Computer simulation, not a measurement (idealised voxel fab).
Process module under the name voxel double patterning
FYI the section here is cut, 195 nm wide, cells are 5 nm squares.
If you're reading a cross-section in this doc, picture square cells in a grid; it comes to you as bands, top ones listed first down to the bottom, and a band can be one or more rows of cells. Top height, bottom height, nm. Materials left to right, width each, nm. Single material + "all across" = fills band edge to edge. "blank" = empty. A quick word on heights: they are counted from 0, and under that level the wafer as it came to us is one material throughout. The lowest band is different from the rest in having no bottom; it simply continues downward, written as in "0 nm and below". The expression "30..40" gives the width at the extremes of the band, the first number at its top row of cells and the second at its bottom row, with the width changing by equal amounts from each row to the next in between. Where a step carries "no alterations made", the cross-section came out of it unchanged, cell for cell. Each empty space that has no open way to the top and spans at least 8 cells appears under "Trapped void list" as width x height at distance, the distance counted from the left edge, all in nm. Where a step's line continues beyond its settings, the continuation is a remark by the simulator itself on that step. "overlay nm", when on a step's line for a step with a mask, measures how far to the right of its planned place the mask lay; a negative measure means to the left.

-- Intended process steps
1. RECEIVE [material Si]
2. CONFORMAL_DEP [material SiN] [thk nm 5]
3. DIRECTIONAL_DEP [material SiO2] [thk nm 15]
4. DIRECTIONAL_DEP [material SiCN] [thk nm 5]
5. MASKED_ETCH [tone open] [mask id FIRST] [width nm 15] [pitch nm 50] [etch materials SiCN] [depth nm 5] [overlay nm 0]
6. PATTERN [tone open] [mask id SECOND] [material resist] [width nm 15] [pitch nm 50] [thk nm 15] [overlay nm 0]
7. DIRECTIONAL_ETCH [etch materials SiCN] [depth nm 5]
8. STRIP [etch materials resist]
9. DIRECTIONAL_ETCH [etch materials SiO2] [depth nm 15]
10. STRIP [etch materials SiCN]
Same starting wafers, different thk nm at step 2. Plan value belongs to the first wafer.

-- As-received state after step 1, first of several wafers, cross-section
  0 nm and below: Si all across
  Trapped void list: none

-- First wafer of several, cross-section, module end, after step 10 (last)
  20 nm to 5 nm: SiO2 40; blank 15; SiO2 10; blank 15; SiO2 10; blank 15; SiO2 10; blank 15; SiO2 10; blank 15; SiO2 40
  5 nm to 0 nm: SiN all across
  0 nm and below: Si all across
  Trapped void list: none

-- Last wafer of the set, cross-sectioned at end of module
  35 nm to 20 nm: SiO2 40; blank 15; SiO2 10; blank 15; SiO2 10; blank 15; SiO2 10; blank 15; SiO2 10; blank 15; SiO2 40
  20 nm to 0 nm: SiN all across
  0 nm and below: Si all across
  Trapped void list: none

-- Below is a per-wafer table. In it, each row describes the wafer at the end of the module by giving, for each material, the number of cells gained (+) or lost (-) since the wafer was received, and after that the closed voids of the wafer
thk nm 5, +39 SiN, +72 SiO2, Trapped void list: none
thk nm 10, +78 SiN, +72 SiO2, Trapped void list: none
thk nm 15, +117 SiN, +72 SiO2, Trapped void list: none
thk nm 20, +156 SiN, +72 SiO2, Trapped void list: none
